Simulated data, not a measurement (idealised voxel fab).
Process module, titled voxel double patterning
The cross-section shown here is cut; it is 300 nm wide and divided into square cells measuring 5 nm on a side.
Throughout this document, each cross-section is represented as a grid of square cells and is presented as a sequence of bands enumerated from the top downward, where a band comprises one or more rows of cells.
What a band's entry tells you: where the top is and where the bottom is, as heights in nm, and after that what lies inside, material by material from left to right, each with its width in nm. Empty space is written as the word "blank", and a single material marked with the word "throughout" occupies the band from edge to edge.
Heights are reckoned from 0. Under this level, the received wafer is all of one material. The bottommost band is open-ended downward, for example "z 0 and below".
Width: "30 to 40" (first number = top row, second number = bottom row, same change from row to row of cells).
"remained the same" for a step: no cell of the cross-section changed in that step.
In "Sealed void listing" the enclosed voids are listed, meaning empty spaces of 8 cells or larger without any opening to the top. The form is width x height at distance, distance from the left edge, units nm.
Formally, on a step line, whatever follows the settings is a remark that the simulator itself makes on the step.
The optional step-line setting "overlay nm" applies to steps with a mask and quantifies how far to the right of its planned location the mask lay, a negative value indicating leftward placement.
Every pair from here on: before one process step, after it. The after cross-section reaches only to the lowest band that changed. Below the pair: the step in between and its settings. Pairs can belong to different runs of this module on the same starting wafer; a pair carries on from the pair above only if the entry headed "Prior to processing" says so.

Prior to processing:
  z 0 and below = Si throughout
  Sealed void listing: none

After the Step:
  z 5 to 0 = SiO2 throughout
  Rest of section, below 0: as before.
  Sealed void listing: none
Step sandwiched between the two cross-sections above: CONFORMAL_DEP with material SiO2, thk nm 5

Prior to processing: This step starts from the configuration shown after the step in the pair immediately above.

After the Step:
  z 20 to 5 = W throughout
  Rest of section, below 5: as before.
  Sealed void listing: none
Step sandwiched between the two cross-sections above: DIRECTIONAL_DEP with material W, thk nm 15

Prior to processing: This step starts from the configuration shown after the step in the pair immediately above.

After the Step:
  z 30 to 20 = SiCN throughout
  Rest of section, below 20: as before.
  Sealed void listing: none
Step sandwiched between the two cross-sections above: DIRECTIONAL_DEP with material SiCN, thk nm 10

Prior to processing: This step starts from the configuration shown after the step in the pair immediately above.

After the Step:
  z 45 to 30 = aC throughout
  Rest of section, below 30: as before.
  Sealed void listing: none
Step sandwiched between the two cross-sections above: DIRECTIONAL_DEP with material aC, thk nm 15

Prior to processing: This step starts from the configuration shown after the step in the pair immediately above.

After the Step:
  z 75 to 45 = resist: 90; blank: 15; resist: 35; blank: 15; resist: 35; blank: 15; resist: 95
  Rest of section, below 45: as before.
  Sealed void listing: none
Step sandwiched between the two cross-sections above: PATTERN with tone open, mask id FIRST, material resist, width nm 15, pitch nm 50, thk nm 30, overlay nm 0

Prior to processing: This step starts from the configuration shown after the step in the pair immediately above.

After the Step:
  z 60 to 45 = resist: 90; blank: 15; resist: 35; blank: 15; resist: 35; blank: 15; resist: 95
  z 45 to 30 = aC: 90; blank: 15; aC: 35; blank: 15; aC: 35; blank: 15; aC: 95
  Rest of section, below 30: as before.
  Sealed void listing: none
Step sandwiched between the two cross-sections above: DIRECTIONAL_ETCH with etch materials aC, depth nm 15

Prior to processing: This step starts from the configuration shown after the step in the pair immediately above.

After the Step:
  z 45 to 30 = aC: 90; blank: 15; aC: 35; blank: 15; aC: 35; blank: 15; aC: 95
  Rest of section, below 30: as before.
  Sealed void listing: none
Step sandwiched between the two cross-sections above: STRIP with etch materials resist

Prior to processing: This step starts from the configuration shown after the step in the pair immediately above.

After the Step:
  z 45 to 30 = aC: 90; blank: 15; aC: 35; blank: 15; aC: 35; blank: 15; aC: 95
  z 30 to 20 = SiCN: 90; blank: 15; SiCN: 35; blank: 15; SiCN: 35; blank: 15; SiCN: 95
  Rest of section, below 20: as before.
  Sealed void listing: none
Step sandwiched between the two cross-sections above: DIRECTIONAL_ETCH with etch materials SiCN, depth nm 10

Prior to processing: This step starts from the configuration shown after the step in the pair immediately above.

After the Step:
  z 30 to 20 = SiCN: 90; blank: 15; SiCN: 35; blank: 15; SiCN: 35; blank: 15; SiCN: 95
  Rest of section, below 20: as before.
  Sealed void listing: none
Step sandwiched between the two cross-sections above: STRIP with etch materials aC

Prior to processing: This step starts from the configuration shown after the step in the pair immediately above.

After the Step:
  z 45 to 30 = resist: 115; blank: 15; resist: 35; blank: 15; resist: 120
  z 30 to 20 = SiCN: 90; resist: 15; SiCN: 35; resist: 15; SiCN: 35; resist: 15; SiCN: 95
  Rest of section, below 20: as before.
  Sealed void listing: none
Step sandwiched between the two cross-sections above: PATTERN with tone open, mask id SECOND, material resist, width nm 15, pitch nm 50, thk nm 15, overlay nm 0

Prior to processing: This step starts from the configuration shown after the step in the pair immediately above.

After the Step:
  z 45 to 30 = resist: 115; blank: 15; resist: 35; blank: 15; resist: 120
  z 30 to 20 = SiCN: 90; resist: 15; SiCN: 10; blank: 15; SiCN: 10; resist: 15; SiCN: 10; blank: 15; SiCN: 10; resist: 15; SiCN: 95
  Rest of section, below 20: as before.
  Sealed void listing: none
Step sandwiched between the two cross-sections above: DIRECTIONAL_ETCH with etch materials SiCN, depth nm 10

Prior to processing: This step starts from the configuration shown after the step in the pair immediately above.

After the Step:
  z 30 to 20 = SiCN: 90; blank: 15; SiCN: 10; blank: 15; SiCN: 10; blank: 15; SiCN: 10; blank: 15; SiCN: 10; blank: 15; SiCN: 95
  Rest of section, below 20: as before.
  Sealed void listing: none
Step sandwiched between the two cross-sections above: STRIP with etch materials resist

Prior to processing: This step starts from the configuration shown after the step in the pair immediately above.

After the Step:
  z 30 to 20 = SiCN: 90; blank: 15; SiCN: 10; blank: 15; SiCN: 10; blank: 15; SiCN: 10; blank: 15; SiCN: 10; blank: 15; SiCN: 95
  z 20 to 5 = W: 90; blank: 15; W: 10; blank: 15; W: 10; blank: 15; W: 10; blank: 15; W: 10; blank: 15; W: 95
  Rest of section, below 5: as before.
  Sealed void listing: none
Step sandwiched between the two cross-sections above: DIRECTIONAL_ETCH with etch materials W, depth nm 15

Prior to processing: This step starts from the configuration shown after the step in the pair immediately above.

After the Step:
  z 20 to 5 = W: 90; blank: 15; W: 10; blank: 15; W: 10; blank: 15; W: 10; blank: 15; W: 10; blank: 15; W: 95
  Rest of section, below 5: as before.
  Sealed void listing: none
Step sandwiched between the two cross-sections above: STRIP with etch materials SiCN

Prior to processing:
  z 0 and below = Si throughout
  Sealed void listing: none

After the Step:
  z 15 to 0 = W throughout
  Rest of section, below 0: as before.
  Sealed void listing: none
Step sandwiched between the two cross-sections above: DIRECTIONAL_DEP with material W, thk nm 15

Prior to processing: This step starts from the configuration shown after the step in the pair immediately above.

After the Step:
  z 25 to 15 = SiCN throughout
  Rest of section, below 15: as before.
  Sealed void listing: none
Step sandwiched between the two cross-sections above: DIRECTIONAL_DEP with material SiCN, thk nm 10

Prior to processing: This step starts from the configuration shown after the step in the pair immediately above.

After the Step:
  z 40 to 25 = aC throughout
  Rest of section, below 25: as before.
  Sealed void listing: none
Step sandwiched between the two cross-sections above: DIRECTIONAL_DEP with material aC, thk nm 15

Prior to processing: This step starts from the configuration shown after the step in the pair immediately above.

After the Step:
  z 70 to 40 = resist: 90; blank: 15; resist: 35; blank: 15; resist: 35; blank: 15; resist: 95
  Rest of section, below 40: as before.
  Sealed void listing: none
Step sandwiched between the two cross-sections above: PATTERN with tone open, mask id FIRST, material resist, width nm 15, pitch nm 50, thk nm 30, overlay nm 0

Prior to processing: This step starts from the configuration shown after the step in the pair immediately above.

After the Step:
  z 55 to 40 = resist: 90; blank: 15; resist: 35; blank: 15; resist: 35; blank: 15; resist: 95
  z 40 to 25 = aC: 90; blank: 15; aC: 35; blank: 15; aC: 35; blank: 15; aC: 95
  Rest of section, below 25: as before.
  Sealed void listing: none
Step sandwiched between the two cross-sections above: DIRECTIONAL_ETCH with etch materials aC, depth nm 15

Prior to processing: This step starts from the configuration shown after the step in the pair immediately above.

After the Step:
  z 40 to 25 = aC: 90; blank: 15; aC: 35; blank: 15; aC: 35; blank: 15; aC: 95
  Rest of section, below 25: as before.
  Sealed void listing: none
Step sandwiched between the two cross-sections above: STRIP with etch materials resist

Prior to processing: This step starts from the configuration shown after the step in the pair immediately above.

After the Step:
  z 40 to 25 = aC: 90; blank: 15; aC: 35; blank: 15; aC: 35; blank: 15; aC: 95
  z 25 to 15 = SiCN: 90; blank: 15; SiCN: 35; blank: 15; SiCN: 35; blank: 15; SiCN: 95
  Rest of section, below 15: as before.
  Sealed void listing: none
Step sandwiched between the two cross-sections above: DIRECTIONAL_ETCH with etch materials SiCN, depth nm 10

Prior to processing: This step starts from the configuration shown after the step in the pair immediately above.

After the Step:
  z 25 to 15 = SiCN: 90; blank: 15; SiCN: 35; blank: 15; SiCN: 35; blank: 15; SiCN: 95
  Rest of section, below 15: as before.
  Sealed void listing: none
Step sandwiched between the two cross-sections above: STRIP with etch materials aC

Prior to processing: This step starts from the configuration shown after the step in the pair immediately above.

After the Step:
  z 40 to 25 = resist: 115; blank: 15; resist: 35; blank: 15; resist: 120
  z 25 to 15 = SiCN: 90; resist: 15; SiCN: 35; resist: 15; SiCN: 35; resist: 15; SiCN: 95
  Rest of section, below 15: as before.
  Sealed void listing: none
Step sandwiched between the two cross-sections above: PATTERN with tone open, mask id SECOND, material resist, width nm 15, pitch nm 50, thk nm 15, overlay nm 0

Prior to processing: This step starts from the configuration shown after the step in the pair immediately above.

After the Step:
  z 40 to 25 = resist: 115; blank: 15; resist: 35; blank: 15; resist: 120
  z 25 to 15 = SiCN: 90; resist: 15; SiCN: 10; blank: 15; SiCN: 10; resist: 15; SiCN: 10; blank: 15; SiCN: 10; resist: 15; SiCN: 95
  Rest of section, below 15: as before.
  Sealed void listing: none
Step sandwiched between the two cross-sections above: DIRECTIONAL_ETCH with etch materials SiCN, depth nm 10

Prior to processing: This step starts from the configuration shown after the step in the pair immediately above.

After the Step:
  z 25 to 15 = SiCN: 90; blank: 15; SiCN: 10; blank: 15; SiCN: 10; blank: 15; SiCN: 10; blank: 15; SiCN: 10; blank: 15; SiCN: 95
  Rest of section, below 15: as before.
  Sealed void listing: none
Step sandwiched between the two cross-sections above: STRIP with etch materials resist

Prior to processing: This step starts from the configuration shown after the step in the pair immediately above.

After the Step:
  z 25 to 15 = SiCN: 90; blank: 15; SiCN: 10; blank: 15; SiCN: 10; blank: 15; SiCN: 10; blank: 15; SiCN: 10; blank: 15; SiCN: 95
  z 15 to 0 = W: 90; blank: 15; W: 10; blank: 15; W: 10; blank: 15; W: 10; blank: 15; W: 10; blank: 15; W: 95
  Rest of section, below 0: as before.
  Sealed void listing: none
Step sandwiched between the two cross-sections above: DIRECTIONAL_ETCH with etch materials W, depth nm 15

Prior to processing: This step starts from the configuration shown after the step in the pair immediately above.

After the Step:
  z 15 to 0 = W: 90; blank: 15; W: 10; blank: 15; W: 10; blank: 15; W: 10; blank: 15; W: 10; blank: 15; W: 95
  Rest of section, below 0: as before.
  Sealed void listing: none
Step sandwiched between the two cross-sections above: STRIP with etch materials SiCN

Prior to processing:
  z 20 to 5 = W throughout
  z 5 to 0 = SiO2 throughout
  z 0 and below = Si throughout
  Sealed void listing: none

After the Step:
  z 35 to 5 = W throughout
  Rest of section, below 5: as before.
  Sealed void listing: none
Step sandwiched between the two cross-sections above: DIRECTIONAL_DEP with material W, thk nm 15

Prior to processing: This step starts from the configuration shown after the step in the pair immediately above.

After the Step:
  z 45 to 35 = SiCN throughout
  Rest of section, below 35: as before.
  Sealed void listing: none
Step sandwiched between the two cross-sections above: DIRECTIONAL_DEP with material SiCN, thk nm 10

Prior to processing: This step starts from the configuration shown after the step in the pair immediately above.

After the Step:
  z 60 to 45 = aC throughout
  Rest of section, below 45: as before.
  Sealed void listing: none
Step sandwiched between the two cross-sections above: DIRECTIONAL_DEP with material aC, thk nm 15

Prior to processing: This step starts from the configuration shown after the step in the pair immediately above.

After the Step:
  z 90 to 60 = resist: 90; blank: 15; resist: 35; blank: 15; resist: 35; blank: 15; resist: 95
  Rest of section, below 60: as before.
  Sealed void listing: none
Step sandwiched between the two cross-sections above: PATTERN with tone open, mask id FIRST, material resist, width nm 15, pitch nm 50, thk nm 30, overlay nm 0

Prior to processing: This step starts from the configuration shown after the step in the pair immediately above.

After the Step:
  z 75 to 60 = resist: 90; blank: 15; resist: 35; blank: 15; resist: 35; blank: 15; resist: 95
  z 60 to 45 = aC: 90; blank: 15; aC: 35; blank: 15; aC: 35; blank: 15; aC: 95
  Rest of section, below 45: as before.
  Sealed void listing: none
Step sandwiched between the two cross-sections above: DIRECTIONAL_ETCH with etch materials aC, depth nm 15

Prior to processing: This step starts from the configuration shown after the step in the pair immediately above.

After the Step:
  z 60 to 45 = aC: 90; blank: 15; aC: 35; blank: 15; aC: 35; blank: 15; aC: 95
  Rest of section, below 45: as before.
  Sealed void listing: none
Step sandwiched between the two cross-sections above: STRIP with etch materials resist

Prior to processing: This step starts from the configuration shown after the step in the pair immediately above.

After the Step:
  z 60 to 45 = aC: 90; blank: 15; aC: 35; blank: 15; aC: 35; blank: 15; aC: 95
  z 45 to 35 = SiCN: 90; blank: 15; SiCN: 35; blank: 15; SiCN: 35; blank: 15; SiCN: 95
  Rest of section, below 35: as before.
  Sealed void listing: none
Step sandwiched between the two cross-sections above: DIRECTIONAL_ETCH with etch materials SiCN, depth nm 10

Prior to processing: This step starts from the configuration shown after the step in the pair immediately above.

After the Step:
  z 45 to 35 = SiCN: 90; blank: 15; SiCN: 35; blank: 15; SiCN: 35; blank: 15; SiCN: 95
  Rest of section, below 35: as before.
  Sealed void listing: none
Step sandwiched between the two cross-sections above: STRIP with etch materials aC

Prior to processing: This step starts from the configuration shown after the step in the pair immediately above.

After the Step:
  z 60 to 45 = resist: 115; blank: 15; resist: 35; blank: 15; resist: 120
  z 45 to 35 = SiCN: 90; resist: 15; SiCN: 35; resist: 15; SiCN: 35; resist: 15; SiCN: 95
  Rest of section, below 35: as before.
  Sealed void listing: none
Step sandwiched between the two cross-sections above: PATTERN with tone open, mask id SECOND, material resist, width nm 15, pitch nm 50, thk nm 15, overlay nm 0

Prior to processing: This step starts from the configuration shown after the step in the pair immediately above.

After the Step:
  z 60 to 45 = resist: 115; blank: 15; resist: 35; blank: 15; resist: 120
  z 45 to 35 = SiCN: 90; resist: 15; SiCN: 10; blank: 15; SiCN: 10; resist: 15; SiCN: 10; blank: 15; SiCN: 10; resist: 15; SiCN: 95
  Rest of section, below 35: as before.
  Sealed void listing: none
Step sandwiched between the two cross-sections above: DIRECTIONAL_ETCH with etch materials SiCN, depth nm 10

Prior to processing: This step starts from the configuration shown after the step in the pair immediately above.

After the Step:
  z 45 to 35 = SiCN: 90; blank: 15; SiCN: 10; blank: 15; SiCN: 10; blank: 15; SiCN: 10; blank: 15; SiCN: 10; blank: 15; SiCN: 95
  Rest of section, below 35: as before.
  Sealed void listing: none
Step sandwiched between the two cross-sections above: STRIP with etch materials resist

Prior to processing: This step starts from the configuration shown after the step in the pair immediately above.

After the Step:
  z 45 to 35 = SiCN: 90; blank: 15; SiCN: 10; blank: 15; SiCN: 10; blank: 15; SiCN: 10; blank: 15; SiCN: 10; blank: 15; SiCN: 95
  z 35 to 20 = W: 90; blank: 15; W: 10; blank: 15; W: 10; blank: 15; W: 10; blank: 15; W: 10; blank: 15; W: 95
  Rest of section, below 20: as before.
  Sealed void listing: none
Step sandwiched between the two cross-sections above: DIRECTIONAL_ETCH with etch materials W, depth nm 15

Prior to processing: This step starts from the configuration shown after the step in the pair immediately above.

After the Step:
  z 35 to 20 = W: 90; blank: 15; W: 10; blank: 15; W: 10; blank: 15; W: 10; blank: 15; W: 10; blank: 15; W: 95
  Rest of section, below 20: as before.
  Sealed void listing: none
Step sandwiched between the two cross-sections above: STRIP with etch materials SiCN

Prior to processing:
  z 15 to 0 = W throughout
  z 0 and below = Si throughout
  Sealed void listing: none

After the Step:
  z 20 to 15 = SiO2 throughout
  Rest of section, below 15: as before.
  Sealed void listing: none
Step sandwiched between the two cross-sections above: CONFORMAL_DEP with material SiO2, thk nm 5

Prior to processing: This step starts from the configuration shown after the step in the pair immediately above.

After the Step:
  z 30 to 20 = SiCN throughout
  Rest of section, below 20: as before.
  Sealed void listing: none
Step sandwiched between the two cross-sections above: DIRECTIONAL_DEP with material SiCN, thk nm 10

Prior to processing: This step starts from the configuration shown after the step in the pair immediately above.

After the Step:
  z 45 to 30 = aC throughout
  Rest of section, below 30: as before.
  Sealed void listing: none
Step sandwiched between the two cross-sections above: DIRECTIONAL_DEP with material aC, thk nm 15

Prior to processing: This step starts from the configuration shown after the step in the pair immediately above.

After the Step:
  z 75 to 45 = resist: 90; blank: 15; resist: 35; blank: 15; resist: 35; blank: 15; resist: 95
  Rest of section, below 45: as before.
  Sealed void listing: none
Step sandwiched between the two cross-sections above: PATTERN with tone open, mask id FIRST, material resist, width nm 15, pitch nm 50, thk nm 30, overlay nm 0

Prior to processing: This step starts from the configuration shown after the step in the pair immediately above.

After the Step:
  z 60 to 45 = resist: 90; blank: 15; resist: 35; blank: 15; resist: 35; blank: 15; resist: 95
  z 45 to 30 = aC: 90; blank: 15; aC: 35; blank: 15; aC: 35; blank: 15; aC: 95
  Rest of section, below 30: as before.
  Sealed void listing: none
Step sandwiched between the two cross-sections above: DIRECTIONAL_ETCH with etch materials aC, depth nm 15

Prior to processing: This step starts from the configuration shown after the step in the pair immediately above.

After the Step:
  z 45 to 30 = aC: 90; blank: 15; aC: 35; blank: 15; aC: 35; blank: 15; aC: 95
  Rest of section, below 30: as before.
  Sealed void listing: none
Step sandwiched between the two cross-sections above: STRIP with etch materials resist

Prior to processing: This step starts from the configuration shown after the step in the pair immediately above.

After the Step:
  z 45 to 30 = aC: 90; blank: 15; aC: 35; blank: 15; aC: 35; blank: 15; aC: 95
  z 30 to 20 = SiCN: 90; blank: 15; SiCN: 35; blank: 15; SiCN: 35; blank: 15; SiCN: 95
  Rest of section, below 20: as before.
  Sealed void listing: none
Step sandwiched between the two cross-sections above: DIRECTIONAL_ETCH with etch materials SiCN, depth nm 10

Prior to processing: This step starts from the configuration shown after the step in the pair immediately above.

After the Step:
  z 30 to 20 = SiCN: 90; blank: 15; SiCN: 35; blank: 15; SiCN: 35; blank: 15; SiCN: 95
  Rest of section, below 20: as before.
  Sealed void listing: none
Step sandwiched between the two cross-sections above: STRIP with etch materials aC

Prior to processing: This step starts from the configuration shown after the step in the pair immediately above.

After the Step:
  z 45 to 30 = resist: 115; blank: 15; resist: 35; blank: 15; resist: 120
  z 30 to 20 = SiCN: 90; resist: 15; SiCN: 35; resist: 15; SiCN: 35; resist: 15; SiCN: 95
  Rest of section, below 20: as before.
  Sealed void listing: none
Step sandwiched between the two cross-sections above: PATTERN with tone open, mask id SECOND, material resist, width nm 15, pitch nm 50, thk nm 15, overlay nm 0

Prior to processing: This step starts from the configuration shown after the step in the pair immediately above.

After the Step:
  z 45 to 30 = resist: 115; blank: 15; resist: 35; blank: 15; resist: 120
  z 30 to 20 = SiCN: 90; resist: 15; SiCN: 10; blank: 15; SiCN: 10; resist: 15; SiCN: 10; blank: 15; SiCN: 10; resist: 15; SiCN: 95
  Rest of section, below 20: as before.
  Sealed void listing: none
Step sandwiched between the two cross-sections above: DIRECTIONAL_ETCH with etch materials SiCN, depth nm 10

Prior to processing: This step starts from the configuration shown after the step in the pair immediately above.

After the Step:
  z 30 to 20 = SiCN: 90; blank: 15; SiCN: 10; blank: 15; SiCN: 10; blank: 15; SiCN: 10; blank: 15; SiCN: 10; blank: 15; SiCN: 95
  Rest of section, below 20: as before.
  Sealed void listing: none
Step sandwiched between the two cross-sections above: STRIP with etch materials resist

Prior to processing: This step starts from the configuration shown after the step in the pair immediately above.

After the Step:
  z 20 to 15 = SiO2 throughout
  Rest of section, below 15: as before.
  Sealed void listing: none
Step sandwiched between the two cross-sections above: STRIP with etch materials SiCN

Prior to processing:
  z 30 to 20 = SiCN: 90; blank: 15; SiCN: 10; blank: 15; SiCN: 10; blank: 15; SiCN: 10; blank: 15; SiCN: 10; blank: 15; SiCN: 95
  z 20 to 5 = W throughout
  z 5 to 0 = SiO2 throughout
  z 0 and below = Si throughout
  Sealed void listing: none

After the Step:
  z 30 to 20 = SiCN: 90; blank: 15; SiCN: 10; blank: 15; SiCN: 10; blank: 15; SiCN: 10; blank: 15; SiCN: 10; blank: 15; SiCN: 95
  z 20 to 15 = W: 90; blank: 15; W: 10; blank: 15; W: 10; blank: 15; W: 10; blank: 15; W: 10; blank: 15; W: 95
  Rest of section, below 15: as before.
  Sealed void listing: none
Step sandwiched between the two cross-sections above: DIRECTIONAL_ETCH with etch materials W, depth nm 5

Prior to processing: This step starts from the configuration shown after the step in the pair immediately above.

After the Step:
  z 20 to 15 = W: 90; blank: 15; W: 10; blank: 15; W: 10; blank: 15; W: 10; blank: 15; W: 10; blank: 15; W: 95
  Rest of section, below 15: as before.
  Sealed void listing: none
Step sandwiched between the two cross-sections above: STRIP with etch materials SiCN

Prior to processing:
  z 45 to 30 = aC throughout
  z 30 to 20 = SiCN throughout
  z 20 to 5 = W throughout
  z 5 to 0 = SiO2 throughout
  z 0 and below = Si throughout
  Sealed void listing: none

After the Step:
  z 75 to 45 = resist: 90; blank: 20; resist: 30; blank: 20; resist: 30; blank: 20; resist: 90
  Rest of section, below 45: as before.
  Sealed void listing: none
Step sandwiched between the two cross-sections above: PATTERN with tone open, mask id FIRST, material resist, width nm 20, pitch nm 50, thk nm 30, overlay nm 0

Prior to processing: This step starts from the configuration shown after the step in the pair immediately above.

After the Step:
  z 60 to 45 = resist: 90; blank: 20; resist: 30; blank: 20; resist: 30; blank: 20; resist: 90
  z 45 to 30 = aC: 90; blank: 20; aC: 30; blank: 20; aC: 30; blank: 20; aC: 90
  Rest of section, below 30: as before.
  Sealed void listing: none
Step sandwiched between the two cross-sections above: DIRECTIONAL_ETCH with etch materials aC, depth nm 15

Prior to processing: This step starts from the configuration shown after the step in the pair immediately above.

After the Step:
  z 45 to 30 = aC: 90; blank: 20; aC: 30; blank: 20; aC: 30; blank: 20; aC: 90
  Rest of section, below 30: as before.
  Sealed void listing: none
Step sandwiched between the two cross-sections above: STRIP with etch materials resist

Prior to processing: This step starts from the configuration shown after the step in the pair immediately above.

After the Step:
  z 45 to 30 = aC: 90; blank: 20; aC: 30; blank: 20; aC: 30; blank: 20; aC: 90
  z 30 to 20 = SiCN: 90; blank: 20; SiCN: 30; blank: 20; SiCN: 30; blank: 20; SiCN: 90
  Rest of section, below 20: as before.
  Sealed void listing: none
Step sandwiched between the two cross-sections above: DIRECTIONAL_ETCH with etch materials SiCN, depth nm 10

Prior to processing: This step starts from the configuration shown after the step in the pair immediately above.

After the Step:
  z 30 to 20 = SiCN: 90; blank: 20; SiCN: 30; blank: 20; SiCN: 30; blank: 20; SiCN: 90
  Rest of section, below 20: as before.
  Sealed void listing: none
Step sandwiched between the two cross-sections above: STRIP with etch materials aC

Prior to processing: This step starts from the configuration shown after the step in the pair immediately above.

After the Step:
  z 45 to 30 = resist: 115; blank: 15; resist: 35; blank: 15; resist: 120
  z 30 to 20 = SiCN: 90; resist: 20; SiCN: 30; resist: 20; SiCN: 30; resist: 20; SiCN: 90
  Rest of section, below 20: as before.
  Sealed void listing: none
Step sandwiched between the two cross-sections above: PATTERN with tone open, mask id SECOND, material resist, width nm 15, pitch nm 50, thk nm 15, overlay nm 0

Prior to processing: This step starts from the configuration shown after the step in the pair immediately above.

After the Step:
  z 45 to 30 = resist: 115; blank: 15; resist: 35; blank: 15; resist: 120
  z 30 to 20 = SiCN: 90; resist: 20; SiCN: 5; blank: 15; SiCN: 10; resist: 20; SiCN: 5; blank: 15; SiCN: 10; resist: 20; SiCN: 90
  Rest of section, below 20: as before.
  Sealed void listing: none
Step sandwiched between the two cross-sections above: DIRECTIONAL_ETCH with etch materials SiCN, depth nm 10

Prior to processing: This step starts from the configuration shown after the step in the pair immediately above.

After the Step:
  z 30 to 20 = SiCN: 90; blank: 20; SiCN: 5; blank: 15; SiCN: 10; blank: 20; SiCN: 5; blank: 15; SiCN: 10; blank: 20; SiCN: 90
  Rest of section, below 20: as before.
  Sealed void listing: none
Step sandwiched between the two cross-sections above: STRIP with etch materials resist

Prior to processing: This step starts from the configuration shown after the step in the pair immediately above.

After the Step:
  z 30 to 20 = SiCN: 90; blank: 20; SiCN: 5; blank: 15; SiCN: 10; blank: 20; SiCN: 5; blank: 15; SiCN: 10; blank: 20; SiCN: 90
  z 20 to 5 = W: 90; blank: 20; W: 5; blank: 15; W: 10; blank: 20; W: 5; blank: 15; W: 10; blank: 20; W: 90
  Rest of section, below 5: as before.
  Sealed void listing: none
Step sandwiched between the two cross-sections above: DIRECTIONAL_ETCH with etch materials W, depth nm 15

Prior to processing: This step starts from the configuration shown after the step in the pair immediately above.

After the Step:
  z 20 to 5 = W: 90; blank: 20; W: 5; blank: 15; W: 10; blank: 20; W: 5; blank: 15; W: 10; blank: 20; W: 90
  Rest of section, below 5: as before.
  Sealed void listing: none
Step sandwiched between the two cross-sections above: STRIP with etch materials SiCN

Prior to processing:
  z 45 to 30 = aC throughout
  z 30 to 20 = SiCN throughout
  z 20 to 5 = W throughout
  z 5 to 0 = SiO2 throughout
  z 0 and below = Si throughout
  Sealed void listing: none

After the Step:
  z 75 to 45 = resist: 85; blank: 15; resist: 35; blank: 15; resist: 35; blank: 15; resist: 100
  Rest of section, below 45: as before.
  Sealed void listing: none
Step sandwiched between the two cross-sections above: PATTERN with tone open, mask id FIRST, material resist, width nm 15, pitch nm 50, thk nm 30, overlay nm -5

Prior to processing: This step starts from the configuration shown after the step in the pair immediately above.

After the Step:
  z 60 to 45 = resist: 85; blank: 15; resist: 35; blank: 15; resist: 35; blank: 15; resist: 100
  z 45 to 30 = aC: 85; blank: 15; aC: 35; blank: 15; aC: 35; blank: 15; aC: 100
  Rest of section, below 30: as before.
  Sealed void listing: none
Step sandwiched between the two cross-sections above: DIRECTIONAL_ETCH with etch materials aC, depth nm 15

Prior to processing: This step starts from the configuration shown after the step in the pair immediately above.

After the Step:
  z 45 to 30 = aC: 85; blank: 15; aC: 35; blank: 15; aC: 35; blank: 15; aC: 100
  Rest of section, below 30: as before.
  Sealed void listing: none
Step sandwiched between the two cross-sections above: STRIP with etch materials resist

Prior to processing: This step starts from the configuration shown after the step in the pair immediately above.

After the Step:
  z 45 to 30 = aC: 85; blank: 15; aC: 35; blank: 15; aC: 35; blank: 15; aC: 100
  z 30 to 20 = SiCN: 85; blank: 15; SiCN: 35; blank: 15; SiCN: 35; blank: 15; SiCN: 100
  Rest of section, below 20: as before.
  Sealed void listing: none
Step sandwiched between the two cross-sections above: DIRECTIONAL_ETCH with etch materials SiCN, depth nm 10

Prior to processing: This step starts from the configuration shown after the step in the pair immediately above.

After the Step:
  z 30 to 20 = SiCN: 85; blank: 15; SiCN: 35; blank: 15; SiCN: 35; blank: 15; SiCN: 100
  Rest of section, below 20: as before.
  Sealed void listing: none
Step sandwiched between the two cross-sections above: STRIP with etch materials aC

Prior to processing: This step starts from the configuration shown after the step in the pair immediately above.

After the Step:
  z 45 to 30 = resist: 115; blank: 15; resist: 35; blank: 15; resist: 120
  z 30 to 20 = SiCN: 85; resist: 15; SiCN: 35; resist: 15; SiCN: 35; resist: 15; SiCN: 100
  Rest of section, below 20: as before.
  Sealed void listing: none
Step sandwiched between the two cross-sections above: PATTERN with tone open, mask id SECOND, material resist, width nm 15, pitch nm 50, thk nm 15, overlay nm 0

Prior to processing: This step starts from the configuration shown after the step in the pair immediately above.

After the Step:
  z 45 to 30 = resist: 115; blank: 15; resist: 35; blank: 15; resist: 120
  z 30 to 20 = SiCN: 85; resist: 15; SiCN: 15; blank: 15; SiCN: 5; resist: 15; SiCN: 15; blank: 15; SiCN: 5; resist: 15; SiCN: 100
  Rest of section, below 20: as before.
  Sealed void listing: none
Step sandwiched between the two cross-sections above: DIRECTIONAL_ETCH with etch materials SiCN, depth nm 10

Prior to processing: This step starts from the configuration shown after the step in the pair immediately above.

After the Step:
  z 30 to 20 = SiCN: 85; blank: 15; SiCN: 15; blank: 15; SiCN: 5; blank: 15; SiCN: 15; blank: 15; SiCN: 5; blank: 15; SiCN: 100
  Rest of section, below 20: as before.
  Sealed void listing: none
Step sandwiched between the two cross-sections above: STRIP with etch materials resist

Prior to processing: This step starts from the configuration shown after the step in the pair immediately above.

After the Step:
  z 30 to 20 = SiCN: 85; blank: 15; SiCN: 15; blank: 15; SiCN: 5; blank: 15; SiCN: 15; blank: 15; SiCN: 5; blank: 15; SiCN: 100
  z 20 to 5 = W: 85; blank: 15; W: 15; blank: 15; W: 5; blank: 15; W: 15; blank: 15; W: 5; blank: 15; W: 100
  Rest of section, below 5: as before.
  Sealed void listing: none
Step sandwiched between the two cross-sections above: DIRECTIONAL_ETCH with etch materials W, depth nm 15

Prior to processing: This step starts from the configuration shown after the step in the pair immediately above.

After the Step:
  z 20 to 5 = W: 85; blank: 15; W: 15; blank: 15; W: 5; blank: 15; W: 15; blank: 15; W: 5; blank: 15; W: 100
  Rest of section, below 5: as before.
  Sealed void listing: none
Step sandwiched between the two cross-sections above: STRIP with etch materials SiCN

Prior to processing:
  z 0 and below = Si throughout
  Sealed void listing: none

After the Step:
  z 5 to 0 = aC throughout
  Rest of section, below 0: as before.
  Sealed void listing: none
Step sandwiched between the two cross-sections above: CONFORMAL_DEP with material aC, thk nm 5

Prior to processing: This step starts from the configuration shown after the step in the pair immediately above.

After the Step:
  z 20 to 5 = W throughout
  Rest of section, below 5: as before.
  Sealed void listing: none
Step sandwiched between the two cross-sections above: DIRECTIONAL_DEP with material W, thk nm 15

Prior to processing: This step starts from the configuration shown after the step in the pair immediately above.

After the Step:
  z 30 to 20 = SiCN throughout
  Rest of section, below 20: as before.
  Sealed void listing: none
Step sandwiched between the two cross-sections above: DIRECTIONAL_DEP with material SiCN, thk nm 10

Prior to processing: This step starts from the configuration shown after the step in the pair immediately above.

After the Step:
  z 45 to 30 = aC throughout
  Rest of section, below 30: as before.
  Sealed void listing: none
Step sandwiched between the two cross-sections above: DIRECTIONAL_DEP with material aC, thk nm 15
